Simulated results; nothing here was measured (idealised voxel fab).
process module | voxel trench capacitor
cross-section cut | 145 nm wide | cells 5 nm
A cross-section is a grid of square cells, given in bands from the top down. A band is one or more rows of cells.
Each band's line starts with the height of the band's top and of its bottom, in nm. Then come its materials from left to right, each with its width in nm. One material with "throughout" fills the band from edge to edge. "air" is empty space.
Height 0 is the level under which the wafer as received is all one material. The lowest band goes on downwards, as in "0 down".
A width such as "30 to 40" changes by the same amount from each row of cells to the next, from the band's top row to its bottom row.
"no change" after a step means that no cell of the cross-section changed.
closed voids: empty space of 8 cells or more with no open way to the top, each as width x height at its distance from the left edge, in nm
after a step's settings: what the simulator itself notes on the step
overlay nm, on a step with a mask: how far to the right of its planned place the mask lay; to the left if negative
plan
1 op RECEIVE | material Si
2 op CONFORMAL_DEP | material SiN | thk nm 5
3 op DIRECTIONAL_DEP | material aC | thk nm 15
4 op PATTERN | tone open | mask id TRENCH | material resist | width nm 20 | pitch nm 35 | thk nm 35 | overlay nm 0
5 op DIRECTIONAL_ETCH | etch materials aC | depth nm 15
6 op STRIP | etch materials resist
7 op DIRECTIONAL_ETCH | etch materials SiN | depth nm 5
8 op DIRECTIONAL_ETCH | etch materials Si | depth nm 35
9 op STRIP | etch materials aC
10 op CONFORMAL_DEP | material SiO2 | thk nm 5
11 op FILL_DEP | material polySi | thk nm 10
12 op CMP | height nm 5
first wafer, as planned
as received, after step 1
  0 down: Si throughout
  closed voids: none
after step 2
  5 to 0: SiN throughout
  below 0: unchanged
after step 3
  20 to 5: aC throughout
  below 5: unchanged
after step 4
  55 to 20: resist 45 | air 20 | resist 15 | air 20 | resist 45
  below 20: unchanged
after step 5
  40 to 20: resist 45 | air 20 | resist 15 | air 20 | resist 45
  20 to 5: aC 45 | air 20 | aC 15 | air 20 | aC 45
  below 5: unchanged
after step 6
  20 to 5: aC 45 | air 20 | aC 15 | air 20 | aC 45
  below 5: unchanged
after step 7
  20 to 5: aC 45 | air 20 | aC 15 | air 20 | aC 45
  5 to 0: SiN 45 | air 20 | SiN 15 | air 20 | SiN 45
  below 0: unchanged
after step 8
  20 to 5: aC 45 | air 20 | aC 15 | air 20 | aC 45
  5 to 0: SiN 45 | air 20 | SiN 15 | air 20 | SiN 45
  0 to -35: Si 45 | air 20 | Si 15 | air 20 | Si 45
  below -35: unchanged
after step 9
  5 to 0: SiN 45 | air 20 | SiN 15 | air 20 | SiN 45
  below 0: unchanged
after step 10
  10 to 5: SiO2 50 | air 10 | SiO2 25 | air 10 | SiO2 50
  5 to 0: SiN 45 | SiO2 5 | air 10 | SiO2 5 | SiN 15 | SiO2 5 | air 10 | SiO2 5 | SiN 45
  0 to -30: Si 45 | SiO2 5 | air 10 | SiO2 5 | Si 15 | SiO2 5 | air 10 | SiO2 5 | Si 45
  -30 to -35: Si 45 | SiO2 20 | Si 15 | SiO2 20 | Si 45
  below -35: unchanged
after step 11
  20 to 10: polySi throughout
  10 to 5: SiO2 50 | polySi 10 | SiO2 25 | polySi 10 | SiO2 50
  5 to 0: SiN 45 | SiO2 5 | polySi 10 | SiO2 5 | SiN 15 | SiO2 5 | polySi 10 | SiO2 5 | SiN 45
  0 to -30: Si 45 | SiO2 5 | polySi 10 | SiO2 5 | Si 15 | SiO2 5 | polySi 10 | SiO2 5 | Si 45
  below -30: unchanged
after step 12
  5 to 0: SiN 45 | SiO2 5 | polySi 10 | SiO2 5 | SiN 15 | SiO2 5 | polySi 10 | SiO2 5 | SiN 45
  below 0: unchanged
second wafer: like start, like plan, one mistake. Through step 11 it matches the first wafer
when step 12 should have ended
  -5 to -30: Si 45 | SiO2 5 | polySi 10 | SiO2 5 | Si 15 | SiO2 5 | polySi 10 | SiO2 5 | Si 45
  below -30: unchanged
what went wrong: step 12 ran as: op CMP | height nm -5
at the end the second wafer has, in cells: 21 fewer of Si | 21 fewer of SiN | 8 fewer of SiO2 | 8 fewer of polySi
